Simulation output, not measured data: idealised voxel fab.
You're looking at the process module voxel wiring stack.
Pictured: cross-section cut, 240 nm wide, on a grid of 5 nm square cells.
A cross-section is written here as square cells arranged in a grid, and it is given in bands from the top down, each band taking up one or more rows of cells.
Band entry format. Leading values: height of top, height of bottom, nm. Remainder: materials in left-to-right order, each with its width in nm. Special words: "full width" on a single material, which then fills the band edge to edge; "blank", empty space.
We count height from 0. Below that, the starting wafer is all one material. The lowest band never ends at the bottom but goes on down; see "0 nm and below" for how that is written.
Width spec "30 to 40" -> top row of cells at first value, bottom row at second value, equal per-row change in between.
Key: "nothing altered" - step with no changed cell in the cross-section.
Closed-off voids of 8+ cells (no open route to the top) go in "Closed empty spaces", written width x height at distance from the left edge, in nm.
It should be noted that, on the line of a given step, the content following the step's settings is a remark produced by the simulator itself with respect to that step.
overlay nm: where the mask lay relative to plan, measured to the right, on steps with a mask; negatives go left.
# Here's what the planned process steps look like
1,RECEIVE with material Si
2,CONFORMAL_DEP with material SiO2, thk nm 15
3,CONFORMAL_DEP with material SiN, thk nm 5
4,DIRECTIONAL_DEP with material lowk, thk nm 20
5,MASKED_ETCH with tone open, mask id METAL_1, width nm 30, pitch nm 50, etch materials lowk, depth nm 20, overlay nm 0
6,MASKED_ETCH with tone open, mask id METAL_1, width nm 30, pitch nm 50, etch materials SiN, depth nm 5, overlay nm 0
7,CONFORMAL_DEP with material TiN, thk nm 5
8,FILL_DEP with material Cu, thk nm 5
9,CMP with height nm 40
10,CONFORMAL_DEP with material SiCN, thk nm 5
11,DIRECTIONAL_DEP with material SiO2, thk nm 35
12,DIRECTIONAL_DEP with material aC, thk nm 15
13,PATTERN with tone open, mask id METAL_2, material resist, width nm 30, pitch nm 50, thk nm 35, overlay nm 0
14,DIRECTIONAL_ETCH with etch materials aC, depth nm 15
15,STRIP with etch materials resist
16,DIRECTIONAL_ETCH with etch materials SiO2, depth nm 20
17,STRIP with etch materials aC
18,MASKED_ETCH with tone open, mask id METAL_2_HOLES, width nm 15, pitch nm 50, etch materials SiO2, depth nm 15, overlay nm 0
19,MASKED_ETCH with tone open, mask id METAL_2_HOLES, width nm 15, pitch nm 50, etch materials SiCN, depth nm 5, overlay nm 0
20,CONFORMAL_DEP with material TiN, thk nm 5
21,FILL_DEP with material Cu, thk nm 10
22,CMP with height nm 80
23,CONFORMAL_DEP with material SiCN, thk nm 5
24,DIRECTIONAL_DEP with material SiO2, thk nm 30
25,DIRECTIONAL_DEP with material aC, thk nm 15
26,PATTERN with tone open, mask id METAL_3_HOLES, material resist, width nm 15, thk nm 30, overlay nm 0
27,DIRECTIONAL_ETCH with etch materials aC, depth nm 15
28,STRIP with etch materials resist
29,DIRECTIONAL_ETCH with etch materials SiO2, depth nm 30
30,STRIP with etch materials aC
31,DIRECTIONAL_DEP with material aC, thk nm 10
32,PATTERN with tone open, mask id METAL_3, material resist, width nm 30, pitch nm 50, thk nm 25, overlay nm 0
33,DIRECTIONAL_ETCH with etch materials aC, depth nm 10
34,STRIP with etch materials resist
35,DIRECTIONAL_ETCH with etch materials SiO2, depth nm 15
36,DIRECTIONAL_ETCH with etch materials SiCN, depth nm 5
37,STRIP with etch materials aC
38,CONFORMAL_DEP with material TiN, thk nm 5
39,FILL_DEP with material Cu, thk nm 10
40,CMP with height nm 115
41,CONFORMAL_DEP with material SiCN, thk nm 5
# Step 1 complete: cross-section of the wafer as received
  0 nm and below  Si full width
  Closed empty spaces: none
# Here's the cross-section of the first of our two wafers at the end of the module - it ran as planned
  120 nm to 115 nm  SiCN full width
  115 nm to 105 nm  SiO2 80 nm  TiN 5 nm  Cu 20 nm  TiN 5 nm  SiO2 20 nm  TiN 5 nm  Cu 20 nm  TiN 5 nm  SiO2 80 nm
  105 nm to 100 nm  SiO2 80 nm  TiN 5 nm  Cu 5 nm  TiN 20 nm  SiO2 20 nm  TiN 30 nm  SiO2 80 nm
  100 nm to 85 nm  SiO2 80 nm  TiN 5 nm  Cu 5 nm  TiN 5 nm  SiO2 145 nm
  85 nm to 80 nm  SiCN 80 nm  TiN 15 nm  SiCN 145 nm
  80 nm to 65 nm  SiO2 80 nm  TiN 5 nm  Cu 20 nm  TiN 5 nm  SiO2 20 nm  TiN 5 nm  Cu 20 nm  TiN 5 nm  SiO2 80 nm
  65 nm to 60 nm  SiO2 80 nm  TiN 5 nm  Cu 5 nm  TiN 20 nm  SiO2 20 nm  TiN 5 nm  Cu 5 nm  TiN 20 nm  SiO2 80 nm
  60 nm to 45 nm  SiO2 80 nm  TiN 5 nm  Cu 5 nm  TiN 5 nm  SiO2 35 nm  TiN 5 nm  Cu 5 nm  TiN 5 nm  SiO2 95 nm
  45 nm to 40 nm  SiCN 80 nm  TiN 15 nm  SiCN 35 nm  TiN 15 nm  SiCN 95 nm
  40 nm to 20 nm  lowk 80 nm  TiN 5 nm  Cu 20 nm  TiN 5 nm  lowk 20 nm  TiN 5 nm  Cu 20 nm  TiN 5 nm  lowk 80 nm
  20 nm to 15 nm  SiN 80 nm  TiN 30 nm  SiN 20 nm  TiN 30 nm  SiN 80 nm
  15 nm to 0 nm  SiO2 full width
  0 nm and below  Si full width
  Closed empty spaces: none
# Cross-section at end of module for the second wafer of two, which matched the first in starting point and plan and differed by one mistake in its processing
  120 nm to 115 nm  SiCN full width
  115 nm to 105 nm  SiO2 80 nm  TiN 5 nm  Cu 20 nm  TiN 5 nm  SiO2 20 nm  TiN 5 nm  Cu 20 nm  TiN 5 nm  SiO2 80 nm
  105 nm to 100 nm  SiO2 80 nm  TiN 5 nm  Cu 5 nm  TiN 20 nm  SiO2 20 nm  TiN 30 nm  SiO2 80 nm
  100 nm to 85 nm  SiO2 80 nm  TiN 5 nm  Cu 5 nm  TiN 5 nm  SiO2 145 nm
  85 nm to 80 nm  SiCN 80 nm  TiN 15 nm  SiCN 145 nm
  80 nm to 70 nm  SiO2 70 nm  TiN 5 nm  Cu 30 nm  TiN 5 nm  SiO2 10 nm  TiN 5 nm  Cu 30 nm  TiN 5 nm  SiO2 80 nm
  70 nm to 65 nm  SiO2 70 nm  TiN 15 nm  Cu 20 nm  TiN 5 nm  SiO2 10 nm  TiN 15 nm  Cu 20 nm  TiN 5 nm  SiO2 80 nm
  65 nm to 60 nm  SiO2 80 nm  TiN 30 nm  SiO2 20 nm  TiN 30 nm  SiO2 80 nm
  60 nm to 45 nm  SiO2 80 nm  TiN 5 nm  SiO2 45 nm  TiN 5 nm  SiO2 105 nm
  45 nm to 40 nm  SiCN 80 nm  TiN 5 nm  SiCN 45 nm  TiN 5 nm  SiCN 105 nm
  40 nm to 20 nm  lowk 80 nm  TiN 5 nm  Cu 20 nm  TiN 5 nm  lowk 20 nm  TiN 5 nm  Cu 20 nm  TiN 5 nm  lowk 80 nm
  20 nm to 15 nm  SiN 80 nm  TiN 30 nm  SiN 20 nm  TiN 30 nm  SiN 80 nm
  15 nm to 0 nm  SiO2 full width
  0 nm and below  Si full width
  Closed empty spaces: none
Error vs. plan: step 18 deviated from plan and actually ran as MASKED_ETCH with tone open, mask id METAL_2_HOLES, width nm 15, pitch nm 50, etch materials SiO2, depth nm 15, overlay nm -10
at the end the second wafer has, in cells: SiCN: 4 more, TiN: 4 fewer
